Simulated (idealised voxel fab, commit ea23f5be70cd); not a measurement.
Module name: voxel self aligned contacts (process module)
In the cross-section labelled cut, the width is 235 nm and each square cell is 5 nm.
If you're reading a cross-section in this doc, picture square cells in a grid; it comes to you as bands, top ones listed first down to the bottom, and a band can be one or more rows of cells.
Basically the band line says how high the top is and how high the bottom is, in nm, and then what's in it from left to right, every material with its width in nm. Empty space shows up as "blank", and if a single material carries "full width" it runs the full band edge to edge.
Note: height 0 marks the level under which the wafer is uniformly one material as received. Lowest band unbounded below, written "0 nm and below".
Think of "30..40" as a width that walks from the first number to the second as you go down the band, top row to bottom row, taking equal-sized steps from row to row.
Key: "no alterations made" - step with no changed cell in the cross-section.
In the "Enclosed void catalog" entry, you get each enclosed empty space of 8 cells or more, one with no open way to the top, written width x height at distance, distance from the left edge, in nm.
Where a step's line continues beyond its settings, the continuation is a remark by the simulator itself on that step.
If you see "overlay nm" on a step's line and that step has a mask, it's telling you how far right of where it was planned the mask ended up; a negative number means it went left instead.

Process steps - plan:
1 RECEIVE | material Si
2 OXIDIZE | depth nm 5
3 DIRECTIONAL_DEP | material polySi | thk nm 20
4 DIRECTIONAL_DEP | material SiN | thk nm 15
5 DIRECTIONAL_DEP | material aC | thk nm 15
6 PATTERN | tone cover | mask id GATE | material resist | width nm 35 | pitch nm 60 | thk nm 30 | overlay nm 0
7 DIRECTIONAL_ETCH | etch materials aC | depth nm 15
8 STRIP | etch materials resist
9 DIRECTIONAL_ETCH | etch materials SiN | depth nm 15
10 DIRECTIONAL_ETCH | etch materials polySi | depth nm 20
11 STRIP | etch materials aC
12 CONFORMAL_DEP | material SiN | thk nm 5
13 DIRECTIONAL_ETCH | etch materials SiN | depth nm 5
14 FILL_DEP | material SiO2 | thk nm 10
15 CMP | height nm 40
16 DIRECTIONAL_DEP | material aC | thk nm 10
17 PATTERN | tone open | mask id CONTACT | material resist | width nm 35 | thk nm 30 | overlay nm 0
18 DIRECTIONAL_ETCH | etch materials aC | depth nm 10
19 STRIP | etch materials resist
20 DIRECTIONAL_ETCH | etch materials SiO2 | depth nm 45
21 STRIP | etch materials aC
22 CONFORMAL_DEP | material TiN | thk nm 5
23 FILL_DEP | material Ru | thk nm 10
24 CMP | height nm 40
25 CONFORMAL_DEP | material SiN | thk nm 5

As-received state of the wafer in cross-section, equivalent to post-step 1:
    0 nm and below: Si full width
    Enclosed void catalog: none

First wafer of two, sectioned at end of module; run went per plan:
    45 nm to 40 nm: SiN full width
    40 nm to 35 nm: SiO2 100 nm / TiN 15 nm / Ru 5 nm / TiN 15 nm / SiO2 100 nm
    35 nm to 20 nm: SiO2 65 nm / SiN 45 nm / TiN 5 nm / Ru 5 nm / TiN 5 nm / SiN 45 nm / SiO2 65 nm
    20 nm to 0 nm: SiO2 65 nm / SiN 5 nm / polySi 35 nm / SiN 5 nm / TiN 5 nm / Ru 5 nm / TiN 5 nm / SiN 5 nm / polySi 35 nm / SiN 5 nm / SiO2 65 nm
    0 nm to -5 nm: SiO2 110 nm / TiN 15 nm / SiO2 110 nm
    -5 nm and below: Si full width
    Enclosed void catalog: none

This cross-section belongs to the second wafer of two at the end of the module; the start and the plan were shared with the first, and the run included one mistake:
    45 nm to 40 nm: SiN full width
    40 nm to 35 nm: SiO2 100 nm / TiN 5 nm / Ru 5 nm / TiN 25 nm / SiO2 100 nm
    35 nm to 20 nm: SiO2 55 nm / SiN 45 nm / TiN 5 nm / Ru 5 nm / TiN 5 nm / SiN 45 nm / SiO2 75 nm
    20 nm to 0 nm: SiO2 55 nm / SiN 5 nm / polySi 35 nm / SiN 5 nm / TiN 5 nm / Ru 5 nm / TiN 5 nm / SiN 5 nm / polySi 35 nm / SiN 5 nm / SiO2 75 nm
    0 nm to -5 nm: SiO2 100 nm / TiN 15 nm / SiO2 120 nm
    -5 nm and below: Si full width
    Enclosed void catalog: none
Finding, execution versus plan: step 6 was run on a setting that differed from the plan, and what really ran there is PATTERN | tone cover | mask id GATE | material resist | width nm 35 | pitch nm 60 | thk nm 30 | overlay nm -10
at the end the second wafer has, in cells: as many of each material as the first, in other places
